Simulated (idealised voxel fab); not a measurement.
The process module that follows is named voxel wiring stack.
For reference, the cross-section in this document is cut, with width 180 nm and square cells of 5 nm.
When this document writes out a cross-section, it uses a grid of square cells and lists it as bands, beginning at the top and moving down, with a band standing for one or more rows of cells.
Band entry format. Leading values: height of top, height of bottom, nm. Remainder: materials in left-to-right order, each with its width in nm. Special words: "throughout" on a single material, which then fills the band edge to edge; "blank", empty space.
Heights are expressed relative to 0, this being the level below which the as-received wafer comprises one material exclusively. The lowest band is unbounded in the downward direction and is denoted as in "0 nm and below".
Note: "30->40" means the width goes from the first number (top row of the band) to the second number (bottom row) in equal steps per row of cells.
Step marked "no modifications"? Then no cell in the cross-section changed in it.
Empty spaces without an open route to the top, at least 8 cells in extent, make up the entry "Trapped voids"; each is given as width x height at distance, where the distance is measured from the left edge, and all are in nm.
Anything after a step's settings on that line? It's the simulator's own note about the step.
Each step line may optionally specify "overlay nm", which for a step with a mask gives the rightward distance between the mask's planned place and where it lay, a negative value indicating the leftward direction.
Steps in the process plan:
1: RECEIVE [material Si]
2: CONFORMAL_DEP [material SiO2] [thk nm 10]
3: DIRECTIONAL_DEP [material TiN] [thk nm 5]
4: DIRECTIONAL_DEP [material W] [thk nm 15]
5: DIRECTIONAL_DEP [material aC] [thk nm 15]
6: PATTERN [tone cover] [mask id METAL_1] [material resist] [width nm 20] [pitch nm 45] [thk nm 30] [overlay nm 0]
7: DIRECTIONAL_ETCH [etch materials aC] [depth nm 15]
8: STRIP [etch materials resist]
9: DIRECTIONAL_ETCH [etch materials W] [depth nm 15]
10: DIRECTIONAL_ETCH [etch materials TiN] [depth nm 5]
11: STRIP [etch materials aC]
12: FILL_DEP [material SiO2] [thk nm 10]
13: CMP [height nm 30]
14: CONFORMAL_DEP [material SiCN] [thk nm 5]
15: DIRECTIONAL_DEP [material lowk] [thk nm 35]
16: DIRECTIONAL_DEP [material aC] [thk nm 15]
17: PATTERN [tone open] [mask id METAL_2_HOLES] [material resist] [width nm 15] [thk nm 35] [overlay nm 0]
18: DIRECTIONAL_ETCH [etch materials aC] [depth nm 15]
19: STRIP [etch materials resist]
20: DIRECTIONAL_ETCH [etch materials lowk] [depth nm 35]
21: STRIP [etch materials aC]
22: DIRECTIONAL_DEP [material aC] [thk nm 15]
23: PATTERN [tone open] [mask id METAL_2] [material resist] [width nm 20] [pitch nm 45] [thk nm 30] [overlay nm 0]
24: DIRECTIONAL_ETCH [etch materials aC] [depth nm 15]
25: STRIP [etch materials resist]
26: DIRECTIONAL_ETCH [etch materials lowk] [depth nm 20]
27: DIRECTIONAL_ETCH [etch materials SiCN] [depth nm 5]
28: STRIP [etch materials aC]
29: CONFORMAL_DEP [material TiN] [thk nm 5]
30: FILL_DEP [material Cu] [thk nm 5]
31: CMP [height nm 70]
32: CONFORMAL_DEP [material SiN] [thk nm 5]
Cross-section, incoming material, after step 1:
0 nm and below | Si throughout
Trapped voids: none
End-of-module cross-section of the first of two wafers, processed as planned:
75 nm to 70 nm | SiN throughout
70 nm to 55 nm | 55 nm lowk; 5 nm TiN; 10 nm Cu; 5 nm TiN; 25 nm lowk; 5 nm TiN; 10 nm Cu; 5 nm TiN; 60 nm lowk
55 nm to 50 nm | 55 nm lowk; 5 nm TiN; 5 nm Cu; 10 nm TiN; 25 nm lowk; 20 nm TiN; 60 nm lowk
50 nm to 35 nm | 55 nm lowk; 5 nm TiN; 5 nm Cu; 5 nm TiN; 110 nm lowk
35 nm to 30 nm | 55 nm SiCN; 15 nm TiN; 110 nm SiCN
30 nm to 15 nm | 55 nm SiO2; 20 nm W; 25 nm SiO2; 20 nm W; 60 nm SiO2
15 nm to 10 nm | 55 nm SiO2; 20 nm TiN; 25 nm SiO2; 20 nm TiN; 60 nm SiO2
10 nm to 0 nm | SiO2 throughout
0 nm and below | Si throughout
Trapped voids: none
Wafer two cross-section, module end. Start and plan unchanged from wafer one; one mistake made during the run:
75 nm to 70 nm | SiN throughout
70 nm to 65 nm | 55 nm SiCN; 20 nm TiN; 25 nm SiCN; 20 nm TiN; 60 nm SiCN
65 nm to 30 nm | lowk throughout
30 nm to 15 nm | 55 nm SiO2; 20 nm W; 25 nm SiO2; 20 nm W; 60 nm SiO2
15 nm to 10 nm | 55 nm SiO2; 20 nm TiN; 25 nm SiO2; 20 nm TiN; 60 nm SiO2
10 nm to 0 nm | SiO2 throughout
0 nm and below | Si throughout
Trapped voids: none
What was the processing mistake? steps 14 and 15 swapped
The final cell counts differ between the wafers, with the second having more or fewer of some materials than the first: 16 fewer of Cu, 5 fewer of SiCN, 20 fewer of TiN, 41 more of lowk
